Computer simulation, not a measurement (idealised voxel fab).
Documented hereafter: the process module known as voxel self aligned vias.
Cross-section cut: width 280 nm, square cells of 5 nm.
How to read a cross-section here: the picture is a grid of square cells, written as bands going from the top down, and any band can span one or more rows of cells. This entry defines a band. It first specifies the height of the band's top and the height of its bottom in nm, and then specifies the band's materials from left to right, stating each material with its width in nm. The word "everywhere" identifies a single material that fills the band from edge to edge, while the word "empty" identifies empty space. Heads up on the height convention: 0 is the point under which the incoming wafer is all one material, and the lowest band has no bottom, it just keeps going down, like "z 0 and below". The notation "30->40" denotes a width that varies across the rows of cells in the band, beginning at the first number in the top row, finishing at the second number in the bottom row, and changing by an identical amount from each row to the next. Any step labelled "stayed the same" changed none of the cells in the cross-section. Reported under the label "Enclosed internal cavities" are the empty spaces having no open way to the top and comprising 8 cells or more; the notation for each is width x height at distance, in which the distance is measured from the left edge and all three values are in nm. On each step's line, the part that comes after the settings is the simulator's own comment on the step. "overlay nm", when on a step's line for a step with a mask, measures how far to the right of its planned place the mask lay; a negative measure means to the left. How should the pairs below be read? Each gives the cross-section before one process step and the cross-section after it, the latter drawn only to the lowest band that changed; the step that lies between them, with its settings, appears under the pair. Does a pair pick up where the pair above left off? Only where its entry headed "Pre-step snapshot" says so, since pairs can come from different runs of this module on the same starting wafer.
Pre-step snapshot:
	z 95 to 65: resist 75; empty 30; resist 70; empty 30; resist 75
	z 65 to 50: aC everywhere
	z 50 to 40: lowk everywhere
	z 40 to 35: lowk 80; SiN 20; lowk 30; SiN 20; lowk 30; SiN 20; lowk 80
	z 35 to 20: lowk 80; TiN 5; Ru 10; TiN 5; lowk 30; TiN 5; Ru 10; TiN 5; lowk 30; TiN 5; Ru 10; TiN 5; lowk 80
	z 20 to 15: lowk 80; TiN 20; lowk 30; TiN 20; lowk 30; TiN 20; lowk 80
	z 15 to 10: SiCN everywhere
	z 10 to 0: SiO2 everywhere
	z 0 and below: Si everywhere
	Enclosed internal cavities: none
Post-Step Geometry:
	z 80 to 65: resist 75; empty 30; resist 70; empty 30; resist 75
	z 65 to 50: aC 75; empty 30; aC 70; empty 30; aC 75
	Lower than 50, everything is as it was.
	Enclosed internal cavities: none
The before and after cross-sections above differ by one step: DIRECTIONAL_ETCH: etch materials aC, depth nm 15
Pre-step snapshot: unchanged from the after cross-section in the pair immediately above; refer to that figure.
Post-Step Geometry:
	z 65 to 50: aC 75; empty 30; aC 70; empty 30; aC 75
	Lower than 50, everything is as it was.
	Enclosed internal cavities: none
The before and after cross-sections above differ by one step: STRIP: etch materials resist
Pre-step snapshot: unchanged from the after cross-section in the pair immediately above; refer to that figure.
Post-Step Geometry:
	z 65 to 50: aC 75; empty 30; aC 70; empty 30; aC 75
	z 50 to 40: lowk 75; empty 30; lowk 70; empty 30; lowk 75
	z 40 to 35: lowk 75; empty 5; SiN 20; empty 5; lowk 25; SiN 20; lowk 25; empty 5; SiN 20; empty 5; lowk 75
	z 35 to 30: lowk 75; empty 5; TiN 5; Ru 10; TiN 5; empty 5; lowk 25; TiN 5; Ru 10; TiN 5; lowk 25; empty 5; TiN 5; Ru 10; TiN 5; empty 5; lowk 75
	Lower than 30, everything is as it was.
	Enclosed internal cavities: none
The before and after cross-sections above differ by one step: DIRECTIONAL_ETCH: etch materials lowk, depth nm 20
Pre-step snapshot: unchanged from the after cross-section in the pair immediately above; refer to that figure.
Post-Step Geometry:
	z 65 to 50: aC 75; empty 30; aC 70; empty 30; aC 75
	z 50 to 40: lowk 75; empty 30; lowk 70; empty 30; lowk 75
	z 40 to 35: lowk 75; empty 30; lowk 25; SiN 20; lowk 25; empty 30; lowk 75
	Lower than 35, everything is as it was.
	Enclosed internal cavities: none
The before and after cross-sections above differ by one step: DIRECTIONAL_ETCH: etch materials SiN, depth nm 5
Pre-step snapshot: unchanged from the after cross-section in the pair immediately above; refer to that figure.
Post-Step Geometry:
	z 50 to 40: lowk 75; empty 30; lowk 70; empty 30; lowk 75
	Lower than 40, everything is as it was.
	Enclosed internal cavities: none
The before and after cross-sections above differ by one step: STRIP: etch materials aC
Pre-step snapshot: unchanged from the after cross-section in the pair immediately above; refer to that figure.
Post-Step Geometry:
	z 55 to 50: TiN 80; empty 20; TiN 80; empty 20; TiN 80
	z 50 to 40: lowk 75; TiN 5; empty 20; TiN 5; lowk 70; TiN 5; empty 20; TiN 5; lowk 75
	z 40 to 35: lowk 75; TiN 30; lowk 25; SiN 20; lowk 25; TiN 30; lowk 75
	z 35 to 30: lowk 75; TiN 10; Ru 10; TiN 10; lowk 25; TiN 5; Ru 10; TiN 5; lowk 25; TiN 10; Ru 10; TiN 10; lowk 75
	Lower than 30, everything is as it was.
	Enclosed internal cavities: none
The before and after cross-sections above differ by one step: CONFORMAL_DEP: material TiN, thk nm 5
Pre-step snapshot: unchanged from the after cross-section in the pair immediately above; refer to that figure.
Post-Step Geometry:
	z 60 to 55: Ru everywhere
	z 55 to 50: TiN 80; Ru 20; TiN 80; Ru 20; TiN 80
	z 50 to 40: lowk 75; TiN 5; Ru 20; TiN 5; lowk 70; TiN 5; Ru 20; TiN 5; lowk 75
	Lower than 40, everything is as it was.
	Enclosed internal cavities: none
The before and after cross-sections above differ by one step: FILL_DEP: material Ru, thk nm 5
Pre-step snapshot: unchanged from the after cross-section in the pair immediately above; refer to that figure.
Post-Step Geometry:
	z 65 to 60: SiN everywhere
	Lower than 60, everything is as it was.
	Enclosed internal cavities: none
The before and after cross-sections above differ by one step: CONFORMAL_DEP: material SiN, thk nm 5
Pre-step snapshot:
	z 40 to 15: lowk everywhere
	z 15 to 10: SiCN everywhere
	z 10 to 0: SiO2 everywhere
	z 0 and below: Si everywhere
	Enclosed internal cavities: none
Post-Step Geometry:
	z 40 to 15: lowk 75; empty 30; lowk 20; empty 30; lowk 20; empty 30; lowk 75
	Lower than 15, everything is as it was.
	Enclosed internal cavities: none
The before and after cross-sections above differ by one step: MASKED_ETCH: tone open, mask id LINES, width nm 30, pitch nm 50, etch materials lowk, depth nm 25, overlay nm 0
Pre-step snapshot: unchanged from the after cross-section in the pair immediately above; refer to that figure.
Post-Step Geometry:
	z 45 to 40: TiN 80; empty 20; TiN 30; empty 20; TiN 30; empty 20; TiN 80
	z 40 to 20: lowk 75; TiN 5; empty 20; TiN 5; lowk 20; TiN 5; empty 20; TiN 5; lowk 20; TiN 5; empty 20; TiN 5; lowk 75
	z 20 to 15: lowk 75; TiN 30; lowk 20; TiN 30; lowk 20; TiN 30; lowk 75
	Lower than 15, everything is as it was.
	Enclosed internal cavities: none
The before and after cross-sections above differ by one step: CONFORMAL_DEP: material TiN, thk nm 5
Pre-step snapshot: unchanged from the after cross-section in the pair immediately above; refer to that figure.
Post-Step Geometry:
	z 55 to 45: Ru everywhere
	z 45 to 40: TiN 80; Ru 20; TiN 30; Ru 20; TiN 30; Ru 20; TiN 80
	z 40 to 20: lowk 75; TiN 5; Ru 20; TiN 5; lowk 20; TiN 5; Ru 20; TiN 5; lowk 20; TiN 5; Ru 20; TiN 5; lowk 75
	Lower than 20, everything is as it was.
	Enclosed internal cavities: none
The before and after cross-sections above differ by one step: FILL_DEP: material Ru, thk nm 10
Pre-step snapshot: unchanged from the after cross-section in the pair immediately above; refer to that figure.
Post-Step Geometry:
	z 40 to 20: lowk 75; TiN 5; Ru 20; TiN 5; lowk 20; TiN 5; Ru 20; TiN 5; lowk 20; TiN 5; Ru 20; TiN 5; lowk 75
	Lower than 20, everything is as it was.
	Enclosed internal cavities: none
The before and after cross-sections above differ by one step: CMP: height nm 40
Pre-step snapshot: unchanged from the after cross-section in the pair immediately above; refer to that figure.
Post-Step Geometry:
	z 40 to 35: lowk 75; empty 30; lowk 20; empty 30; lowk 20; empty 30; lowk 75
	Lower than 35, everything is as it was.
	Enclosed internal cavities: none
The before and after cross-sections above differ by one step: SELECTIVE_ETCH: etch materials W Ru TiN, depth nm 5
Pre-step snapshot: unchanged from the after cross-section in the pair immediately above; refer to that figure.
Post-Step Geometry:
	z 45 to 40: SiN everywhere
	z 40 to 35: lowk 75; SiN 30; lowk 20; SiN 30; lowk 20; SiN 30; lowk 75
	Lower than 35, everything is as it was.
	Enclosed internal cavities: none
The before and after cross-sections above differ by one step: FILL_DEP: material SiN, thk nm 5
Pre-step snapshot: unchanged from the after cross-section in the pair immediately above; refer to that figure.
Post-Step Geometry:
	z 40 to 35: lowk 75; SiN 30; lowk 20; SiN 30; lowk 20; SiN 30; lowk 75
	Lower than 35, everything is as it was.
	Enclosed internal cavities: none
The before and after cross-sections above differ by one step: CMP: height nm 40
Pre-step snapshot: unchanged from the after cross-section in the pair immediately above; refer to that figure.
Post-Step Geometry:
	z 60 to 40: lowk everywhere
	Lower than 40, everything is as it was.
	Enclosed internal cavities: none
The before and after cross-sections above differ by one step: DIRECTIONAL_DEP: material lowk, thk nm 20
Pre-step snapshot: unchanged from the after cross-section in the pair immediately above; refer to that figure.
Post-Step Geometry:
	z 75 to 60: aC everywhere
	Lower than 60, everything is as it was.
	Enclosed internal cavities: none
The before and after cross-sections above differ by one step: DIRECTIONAL_DEP: material aC, thk nm 15
Pre-step snapshot: unchanged from the after cross-section in the pair immediately above; refer to that figure.
Post-Step Geometry:
	z 105 to 75: resist 75; empty 30; resist 70; empty 30; resist 75
	Lower than 75, everything is as it was.
	Enclosed internal cavities: none
The before and after cross-sections above differ by one step: PATTERN: tone open, mask id VIAS, material resist, width nm 30, pitch nm 100, thk nm 30, overlay nm 0
Pre-step snapshot: unchanged from the after cross-section in the pair immediately above; refer to that figure.
Post-Step Geometry:
	z 90 to 75: resist 75; empty 30; resist 70; empty 30; resist 75
	z 75 to 60: aC 75; empty 30; aC 70; empty 30; aC 75
	Lower than 60, everything is as it was.
	Enclosed internal cavities: none
The before and after cross-sections above differ by one step: DIRECTIONAL_ETCH: etch materials aC, depth nm 15
Pre-step snapshot: unchanged from the after cross-section in the pair immediately above; refer to that figure.
Post-Step Geometry:
	z 75 to 60: aC 75; empty 30; aC 70; empty 30; aC 75
	Lower than 60, everything is as it was.
	Enclosed internal cavities: none
The before and after cross-sections above differ by one step: STRIP: etch materials resist
Pre-step snapshot: unchanged from the after cross-section in the pair immediately above; refer to that figure.
Post-Step Geometry:
	z 75 to 60: aC 75; empty 30; aC 70; empty 30; aC 75
	z 60 to 40: lowk 75; empty 30; lowk 70; empty 30; lowk 75
	Lower than 40, everything is as it was.
	Enclosed internal cavities: none
The before and after cross-sections above differ by one step: DIRECTIONAL_ETCH: etch materials lowk, depth nm 20
Pre-step snapshot: unchanged from the after cross-section in the pair immediately above; refer to that figure.
Post-Step Geometry:
	z 75 to 60: aC 75; empty 30; aC 70; empty 30; aC 75
	z 60 to 40: lowk 75; empty 30; lowk 70; empty 30; lowk 75
	z 40 to 35: lowk 75; empty 30; lowk 20; SiN 30; lowk 20; empty 30; lowk 75
	Lower than 35, everything is as it was.
	Enclosed internal cavities: none
The before and after cross-sections above differ by one step: DIRECTIONAL_ETCH: etch materials SiN, depth nm 5
Pre-step snapshot: unchanged from the after cross-section in the pair immediately above; refer to that figure.
Post-Step Geometry:
	z 60 to 40: lowk 75; empty 30; lowk 70; empty 30; lowk 75
	Lower than 40, everything is as it was.
	Enclosed internal cavities: none
The before and after cross-sections above differ by one step: STRIP: etch materials aC
Pre-step snapshot: unchanged from the after cross-section in the pair immediately above; refer to that figure.
Post-Step Geometry:
	z 65 to 60: TiN 80; empty 20; TiN 80; empty 20; TiN 80
	z 60 to 40: lowk 75; TiN 5; empty 20; TiN 5; lowk 70; TiN 5; empty 20; TiN 5; lowk 75
	z 40 to 35: lowk 75; TiN 30; lowk 20; SiN 30; lowk 20; TiN 30; lowk 75
	Lower than 35, everything is as it was.
	Enclosed internal cavities: none
The before and after cross-sections above differ by one step: CONFORMAL_DEP: material TiN, thk nm 5
Pre-step snapshot: unchanged from the after cross-section in the pair immediately above; refer to that figure.
Post-Step Geometry:
	z 70 to 65: Ru everywhere
	z 65 to 60: TiN 80; Ru 20; TiN 80; Ru 20; TiN 80
	z 60 to 40: lowk 75; TiN 5; Ru 20; TiN 5; lowk 70; TiN 5; Ru 20; TiN 5; lowk 75
	Lower than 40, everything is as it was.
	Enclosed internal cavities: none
The before and after cross-sections above differ by one step: FILL_DEP: material Ru, thk nm 5
Pre-step snapshot: unchanged from the after cross-section in the pair immediately above; refer to that figure.
Post-Step Geometry:
	z 60 to 40: lowk 75; TiN 5; Ru 20; TiN 5; lowk 70; TiN 5; Ru 20; TiN 5; lowk 75
	Lower than 40, everything is as it was.
	Enclosed internal cavities: none
The before and after cross-sections above differ by one step: CMP: height nm 60
Pre-step snapshot: unchanged from the after cross-section in the pair immediately above; refer to that figure.
Post-Step Geometry:
	z 65 to 60: SiN everywhere
	Lower than 60, everything is as it was.
	Enclosed internal cavities: none
The before and after cross-sections above differ by one step: CONFORMAL_DEP: material SiN, thk nm 5
Pre-step snapshot:
	z 40 to 15: lowk everywhere
	z 15 to 10: SiCN everywhere
	z 10 to 0: SiO2 everywhere
	z 0 and below: Si everywhere
	Enclosed internal cavities: none
Post-Step Geometry:
	z 40 to 15: lowk 85; empty 20; lowk 30; empty 20; lowk 30; empty 20; lowk 75
	Lower than 15, everything is as it was.
	Enclosed internal cavities: none
The before and after cross-sections above differ by one step: MASKED_ETCH: tone open, mask id LINES, width nm 20, pitch nm 50, etch materials lowk, depth nm 25, overlay nm 5
Pre-step snapshot: unchanged from the after cross-section in the pair immediately above; refer to that figure.
Post-Step Geometry:
	z 45 to 40: TiN 90; empty 10; TiN 40; empty 10; TiN 40; empty 10; TiN 80
	z 40 to 20: lowk 85; TiN 5; empty 10; TiN 5; lowk 30; TiN 5; empty 10; TiN 5; lowk 30; TiN 5; empty 10; TiN 5; lowk 75
	z 20 to 15: lowk 85; TiN 20; lowk 30; TiN 20; lowk 30; TiN 20; lowk 75
	Lower than 15, everything is as it was.
	Enclosed internal cavities: none
The before and after cross-sections above differ by one step: CONFORMAL_DEP: material TiN, thk nm 5
Pre-step snapshot: unchanged from the after cross-section in the pair immediately above; refer to that figure.
Post-Step Geometry:
	z 55 to 45: Ru everywhere
	z 45 to 40: TiN 90; Ru 10; TiN 40; Ru 10; TiN 40; Ru 10; TiN 80
	z 40 to 20: lowk 85; TiN 5; Ru 10; TiN 5; lowk 30; TiN 5; Ru 10; TiN 5; lowk 30; TiN 5; Ru 10; TiN 5; lowk 75
	Lower than 20, everything is as it was.
	Enclosed internal cavities: none
The before and after cross-sections above differ by one step: FILL_DEP: material Ru, thk nm 10
Pre-step snapshot: unchanged from the after cross-section in the pair immediately above; refer to that figure.
Post-Step Geometry:
	z 40 to 20: lowk 85; TiN 5; Ru 10; TiN 5; lowk 30; TiN 5; Ru 10; TiN 5; lowk 30; TiN 5; Ru 10; TiN 5; lowk 75
	Lower than 20, everything is as it was.
	Enclosed internal cavities: none
The before and after cross-sections above differ by one step: CMP: height nm 40
Pre-step snapshot: unchanged from the after cross-section in the pair immediately above; refer to that figure.
Post-Step Geometry:
	z 40 to 35: lowk 85; empty 20; lowk 30; empty 20; lowk 30; empty 20; lowk 75
	Lower than 35, everything is as it was.
	Enclosed internal cavities: none
The before and after cross-sections above differ by one step: SELECTIVE_ETCH: etch materials W Ru TiN, depth nm 5
Pre-step snapshot: unchanged from the after cross-section in the pair immediately above; refer to that figure.
Post-Step Geometry:
	z 45 to 40: SiN everywhere
	z 40 to 35: lowk 85; SiN 20; lowk 30; SiN 20; lowk 30; SiN 20; lowk 75
	Lower than 35, everything is as it was.
	Enclosed internal cavities: none
The before and after cross-sections above differ by one step: FILL_DEP: material SiN, thk nm 5
Pre-step snapshot: unchanged from the after cross-section in the pair immediately above; refer to that figure.
Post-Step Geometry:
	z 40 to 35: lowk 85; SiN 20; lowk 30; SiN 20; lowk 30; SiN 20; lowk 75
	Lower than 35, everything is as it was.
	Enclosed internal cavities: none
The before and after cross-sections above differ by one step: CMP: height nm 40
Pre-step snapshot: unchanged from the after cross-section in the pair immediately above; refer to that figure.
Post-Step Geometry:
	z 60 to 40: lowk everywhere
	Lower than 40, everything is as it was.
	Enclosed internal cavities: none
The before and after cross-sections above differ by one step: DIRECTIONAL_DEP: material lowk, thk nm 20
Pre-step snapshot: unchanged from the after cross-section in the pair immediately above; refer to that figure.
Post-Step Geometry:
	z 75 to 60: aC everywhere
	Lower than 60, everything is as it was.
	Enclosed internal cavities: none
The before and after cross-sections above differ by one step: DIRECTIONAL_DEP: material aC, thk nm 15
Pre-step snapshot: unchanged from the after cross-section in the pair immediately above; refer to that figure.
Post-Step Geometry:
	z 105 to 75: resist 75; empty 30; resist 70; empty 30; resist 75
	Lower than 75, everything is as it was.
	Enclosed internal cavities: none
The before and after cross-sections above differ by one step: PATTERN: tone open, mask id VIAS, material resist, width nm 30, pitch nm 100, thk nm 30, overlay nm 0
Pre-step snapshot: unchanged from the after cross-section in the pair immediately above; refer to that figure.
Post-Step Geometry:
	z 90 to 75: resist 75; empty 30; resist 70; empty 30; resist 75
	z 75 to 60: aC 75; empty 30; aC 70; empty 30; aC 75
	Lower than 60, everything is as it was.
	Enclosed internal cavities: none
The before and after cross-sections above differ by one step: DIRECTIONAL_ETCH: etch materials aC, depth nm 15
Pre-step snapshot: unchanged from the after cross-section in the pair immediately above; refer to that figure.
Post-Step Geometry:
	z 75 to 60: aC 75; empty 30; aC 70; empty 30; aC 75
	Lower than 60, everything is as it was.
	Enclosed internal cavities: none
The before and after cross-sections above differ by one step: STRIP: etch materials resist
Pre-step snapshot: unchanged from the after cross-section in the pair immediately above; refer to that figure.
Post-Step Geometry:
	z 75 to 60: aC 75; empty 30; aC 70; empty 30; aC 75
	z 60 to 40: lowk 75; empty 30; lowk 70; empty 30; lowk 75
	Lower than 40, everything is as it was.
	Enclosed internal cavities: none
The before and after cross-sections above differ by one step: DIRECTIONAL_ETCH: etch materials lowk, depth nm 20
Pre-step snapshot: unchanged from the after cross-section in the pair immediately above; refer to that figure.
Post-Step Geometry:
	z 75 to 60: aC 75; empty 30; aC 70; empty 30; aC 75
	z 60 to 40: lowk 75; empty 30; lowk 70; empty 30; lowk 75
	z 40 to 35: lowk 85; empty 20; lowk 30; SiN 20; lowk 30; empty 20; lowk 75
	Lower than 35, everything is as it was.
	Enclosed internal cavities: none
The before and after cross-sections above differ by one step: DIRECTIONAL_ETCH: etch materials SiN, depth nm 5
Pre-step snapshot: unchanged from the after cross-section in the pair immediately above; refer to that figure.
Post-Step Geometry:
	z 60 to 40: lowk 75; empty 30; lowk 70; empty 30; lowk 75
	Lower than 40, everything is as it was.
	Enclosed internal cavities: none
The before and after cross-sections above differ by one step: STRIP: etch materials aC
Pre-step snapshot: unchanged from the after cross-section in the pair immediately above; refer to that figure.
Post-Step Geometry:
	z 65 to 60: TiN 80; empty 20; TiN 80; empty 20; TiN 80
	z 60 to 45: lowk 75; TiN 5; empty 20; TiN 5; lowk 70; TiN 5; empty 20; TiN 5; lowk 75
	z 45 to 40: lowk 75; TiN 15; empty 10; TiN 5; lowk 70; TiN 15; empty 10; TiN 5; lowk 75
	z 40 to 35: lowk 85; TiN 20; lowk 30; SiN 20; lowk 30; TiN 20; lowk 75
	Lower than 35, everything is as it was.
	Enclosed internal cavities: none
The before and after cross-sections above differ by one step: CONFORMAL_DEP: material TiN, thk nm 5
Pre-step snapshot: unchanged from the after cross-section in the pair immediately above; refer to that figure.
Post-Step Geometry:
	z 70 to 65: Ru everywhere
	z 65 to 60: TiN 80; Ru 20; TiN 80; Ru 20; TiN 80
	z 60 to 45: lowk 75; TiN 5; Ru 20; TiN 5; lowk 70; TiN 5; Ru 20; TiN 5; lowk 75
	z 45 to 40: lowk 75; TiN 15; Ru 10; TiN 5; lowk 70; TiN 15; Ru 10; TiN 5; lowk 75
	Lower than 40, everything is as it was.
	Enclosed internal cavities: none
The before and after cross-sections above differ by one step: FILL_DEP: material Ru, thk nm 5
Pre-step snapshot: unchanged from the after cross-section in the pair immediately above; refer to that figure.
Post-Step Geometry:
	z 60 to 45: lowk 75; TiN 5; Ru 20; TiN 5; lowk 70; TiN 5; Ru 20; TiN 5; lowk 75
	Lower than 45, everything is as it was.
	Enclosed internal cavities: none
The before and after cross-sections above differ by one step: CMP: height nm 60
Pre-step snapshot: unchanged from the after cross-section in the pair immediately above; refer to that figure.
Post-Step Geometry:
	z 65 to 60: SiN everywhere
	Lower than 60, everything is as it was.
	Enclosed internal cavities: none
The before and after cross-sections above differ by one step: CONFORMAL_DEP: material SiN, thk nm 5
Pre-step snapshot:
	z 65 to 60: TiN 80; empty 20; TiN 80; empty 20; TiN 80
	z 60 to 45: lowk 75; TiN 5; empty 20; TiN 5; lowk 70; TiN 5; empty 20; TiN 5; lowk 75
	z 45 to 40: lowk 75; TiN 10; empty 10; TiN 10; lowk 70; TiN 10; empty 10; TiN 10; lowk 75
	z 40 to 35: lowk 80; TiN 20; lowk 30; SiN 20; lowk 30; TiN 20; lowk 80
	z 35 to 20: lowk 80; TiN 5; Ru 10; TiN 5; lowk 30; TiN 5; Ru 10; TiN 5; lowk 30; TiN 5; Ru 10; TiN 5; lowk 80
	z 20 to 15: lowk 80; TiN 20; lowk 30; TiN 20; lowk 30; TiN 20; lowk 80
	z 15 to 10: SiCN everywhere
	z 10 to 0: SiO2 everywhere
	z 0 and below: Si everywhere
	Enclosed internal cavities: none
Post-Step Geometry:
	z 70 to 65: lowk everywhere
	z 65 to 60: TiN 80; lowk 20; TiN 80; lowk 20; TiN 80
	z 60 to 45: lowk 75; TiN 5; lowk 20; TiN 5; lowk 70; TiN 5; lowk 20; TiN 5; lowk 75
	z 45 to 40: lowk 75; TiN 10; lowk 10; TiN 10; lowk 70; TiN 10; lowk 10; TiN 10; lowk 75
	Lower than 40, everything is as it was.
	Enclosed internal cavities: none
The before and after cross-sections above differ by one step: FILL_DEP: material lowk, thk nm 5
Pre-step snapshot: unchanged from the after cross-section in the pair immediately above; refer to that figure.
Post-Step Geometry:
	z 60 to 45: lowk 75; TiN 5; lowk 20; TiN 5; lowk 70; TiN 5; lowk 20; TiN 5; lowk 75
	Lower than 45, everything is as it was.
	Enclosed internal cavities: none
The before and after cross-sections above differ by one step: CMP: height nm 60
Pre-step snapshot: unchanged from the after cross-section in the pair immediately above; refer to that figure.
Post-Step Geometry:
	z 65 to 60: SiN everywhere
	Lower than 60, everything is as it was.
	Enclosed internal cavities: none
The before and after cross-sections above differ by one step: CONFORMAL_DEP: material SiN, thk nm 5
Pre-step snapshot:
	z 40 to 15: lowk everywhere
	z 15 to 10: SiCN everywhere
	z 10 to 0: SiO2 everywhere
	z 0 and below: Si everywhere
	Enclosed internal cavities: none
Post-Step Geometry:
	z 40 to 15: empty 80; lowk 20; empty 30; lowk 20; empty 30; lowk 20; empty 80
	Lower than 15, everything is as it was.
	Enclosed internal cavities: none
The before and after cross-sections above differ by one step: MASKED_ETCH: tone cover, mask id LINES, width nm 20, pitch nm 50, etch materials lowk, depth nm 25, overlay nm 0
Pre-step snapshot: unchanged from the after cross-section in the pair immediately above; refer to that figure.
Post-Step Geometry:
	z 45 to 40: empty 75; TiN 30; empty 20; TiN 30; empty 20; TiN 30; empty 75
	z 40 to 20: empty 75; TiN 5; lowk 20; TiN 5; empty 20; TiN 5; lowk 20; TiN 5; empty 20; TiN 5; lowk 20; TiN 5; empty 75
	z 20 to 15: TiN 80; lowk 20; TiN 30; lowk 20; TiN 30; lowk 20; TiN 80
	Lower than 15, everything is as it was.
	Enclosed internal cavities: none
The before and after cross-sections above differ by one step: CONFORMAL_DEP: material TiN, thk nm 5
Pre-step snapshot: unchanged from the after cross-section in the pair immediately above; refer to that figure.
Post-Step Geometry:
	z 55 to 45: Ru everywhere
	z 45 to 40: Ru 75; TiN 30; Ru 20; TiN 30; Ru 20; TiN 30; Ru 75
	z 40 to 20: Ru 75; TiN 5; lowk 20; TiN 5; Ru 20; TiN 5; lowk 20; TiN 5; Ru 20; TiN 5; lowk 20; TiN 5; Ru 75
	Lower than 20, everything is as it was.
	Enclosed internal cavities: none
The before and after cross-sections above differ by one step: FILL_DEP: material Ru, thk nm 10
Pre-step snapshot: unchanged from the after cross-section in the pair immediately above; refer to that figure.
Post-Step Geometry:
	z 40 to 20: Ru 75; TiN 5; lowk 20; TiN 5; Ru 20; TiN 5; lowk 20; TiN 5; Ru 20; TiN 5; lowk 20; TiN 5; Ru 75
	Lower than 20, everything is as it was.
	Enclosed internal cavities: none
The before and after cross-sections above differ by one step: CMP: height nm 40
Pre-step snapshot: unchanged from the after cross-section in the pair immediately above; refer to that figure.
Post-Step Geometry:
	z 40 to 35: empty 80; lowk 20; empty 30; lowk 20; empty 30; lowk 20; empty 80
	Lower than 35, everything is as it was.
	Enclosed internal cavities: none
The before and after cross-sections above differ by one step: SELECTIVE_ETCH: etch materials W Ru TiN, depth nm 5
Pre-step snapshot: unchanged from the after cross-section in the pair immediately above; refer to that figure.
Post-Step Geometry:
	z 45 to 40: SiN everywhere
	z 40 to 35: SiN 80; lowk 20; SiN 30; lowk 20; SiN 30; lowk 20; SiN 80
	Lower than 35, everything is as it was.
	Enclosed internal cavities: none
The before and after cross-sections above differ by one step: FILL_DEP: material SiN, thk nm 5
Pre-step snapshot: unchanged from the after cross-section in the pair immediately above; refer to that figure.
Post-Step Geometry:
	z 40 to 35: SiN 80; lowk 20; SiN 30; lowk 20; SiN 30; lowk 20; SiN 80
	Lower than 35, everything is as it was.
	Enclosed internal cavities: none
The before and after cross-sections above differ by one step: CMP: height nm 40
Pre-step snapshot: unchanged from the after cross-section in the pair immediately above; refer to that figure.
Post-Step Geometry:
	z 60 to 40: lowk everywhere
	Lower than 40, everything is as it was.
	Enclosed internal cavities: none
The before and after cross-sections above differ by one step: DIRECTIONAL_DEP: material lowk, thk nm 20
Pre-step snapshot: unchanged from the after cross-section in the pair immediately above; refer to that figure.
Post-Step Geometry:
	z 75 to 60: aC everywhere
	Lower than 60, everything is as it was.
	Enclosed internal cavities: none
The before and after cross-sections above differ by one step: DIRECTIONAL_DEP: material aC, thk nm 15
Pre-step snapshot: unchanged from the after cross-section in the pair immediately above; refer to that figure.
Post-Step Geometry:
	z 105 to 75: resist 75; empty 30; resist 70; empty 30; resist 75
	Lower than 75, everything is as it was.
	Enclosed internal cavities: none
The before and after cross-sections above differ by one step: PATTERN: tone open, mask id VIAS, material resist, width nm 30, pitch nm 100, thk nm 30, overlay nm 0
Pre-step snapshot: unchanged from the after cross-section in the pair immediately above; refer to that figure.
Post-Step Geometry:
	z 90 to 75: resist 75; empty 30; resist 70; empty 30; resist 75
	z 75 to 60: aC 75; empty 30; aC 70; empty 30; aC 75
	Lower than 60, everything is as it was.
	Enclosed internal cavities: none
The before and after cross-sections above differ by one step: DIRECTIONAL_ETCH: etch materials aC, depth nm 15
Pre-step snapshot: unchanged from the after cross-section in the pair immediately above; refer to that figure.
Post-Step Geometry:
	z 75 to 60: aC 75; empty 30; aC 70; empty 30; aC 75
	Lower than 60, everything is as it was.
	Enclosed internal cavities: none
The before and after cross-sections above differ by one step: STRIP: etch materials resist
Pre-step snapshot: unchanged from the after cross-section in the pair immediately above; refer to that figure.
Post-Step Geometry:
	z 75 to 60: aC 75; empty 30; aC 70; empty 30; aC 75
	z 60 to 40: lowk 75; empty 30; lowk 70; empty 30; lowk 75
	Lower than 40, everything is as it was.
	Enclosed internal cavities: none
The before and after cross-sections above differ by one step: DIRECTIONAL_ETCH: etch materials lowk, depth nm 20
Pre-step snapshot: unchanged from the after cross-section in the pair immediately above; refer to that figure.
Post-Step Geometry:
	z 75 to 60: aC 75; empty 30; aC 70; empty 30; aC 75
	z 60 to 40: lowk 75; empty 30; lowk 70; empty 30; lowk 75
	z 40 to 35: SiN 75; empty 5; lowk 20; empty 5; SiN 25; lowk 20; SiN 25; empty 5; lowk 20; empty 5; SiN 75
	Lower than 35, everything is as it was.
	Enclosed internal cavities: none
The before and after cross-sections above differ by one step: DIRECTIONAL_ETCH: etch materials SiN, depth nm 5
Pre-step snapshot: unchanged from the after cross-section in the pair immediately above; refer to that figure.
Post-Step Geometry:
	z 60 to 40: lowk 75; empty 30; lowk 70; empty 30; lowk 75
	Lower than 40, everything is as it was.
	Enclosed internal cavities: none
The before and after cross-sections above differ by one step: STRIP: etch materials aC
Pre-step snapshot: unchanged from the after cross-section in the pair immediately above; refer to that figure.
Post-Step Geometry:
	z 65 to 60: TiN 80; empty 20; TiN 80; empty 20; TiN 80
	z 60 to 45: lowk 75; TiN 5; empty 20; TiN 5; lowk 70; TiN 5; empty 20; TiN 5; lowk 75
	z 45 to 40: lowk 75; TiN 30; lowk 70; TiN 30; lowk 75
	z 40 to 35: SiN 75; TiN 5; lowk 20; TiN 5; SiN 25; lowk 20; SiN 25; TiN 5; lowk 20; TiN 5; SiN 75
	Lower than 35, everything is as it was.
	Enclosed internal cavities: none
The before and after cross-sections above differ by one step: CONFORMAL_DEP: material TiN, thk nm 5
Pre-step snapshot: unchanged from the after cross-section in the pair immediately above; refer to that figure.
Post-Step Geometry:
	z 70 to 65: Ru everywhere
	z 65 to 60: TiN 80; Ru 20; TiN 80; Ru 20; TiN 80
	z 60 to 45: lowk 75; TiN 5; Ru 20; TiN 5; lowk 70; TiN 5; Ru 20; TiN 5; lowk 75
	Lower than 45, everything is as it was.
	Enclosed internal cavities: none
The before and after cross-sections above differ by one step: FILL_DEP: material Ru, thk nm 5
Pre-step snapshot: unchanged from the after cross-section in the pair immediately above; refer to that figure.
Post-Step Geometry:
	z 60 to 45: lowk 75; TiN 5; Ru 20; TiN 5; lowk 70; TiN 5; Ru 20; TiN 5; lowk 75
	Lower than 45, everything is as it was.
	Enclosed internal cavities: none
The before and after cross-sections above differ by one step: CMP: height nm 60
Pre-step snapshot: unchanged from the after cross-section in the pair immediately above; refer to that figure.
Post-Step Geometry:
	z 65 to 60: SiN everywhere
	Lower than 60, everything is as it was.
	Enclosed internal cavities: none
The before and after cross-sections above differ by one step: CONFORMAL_DEP: material SiN, thk nm 5
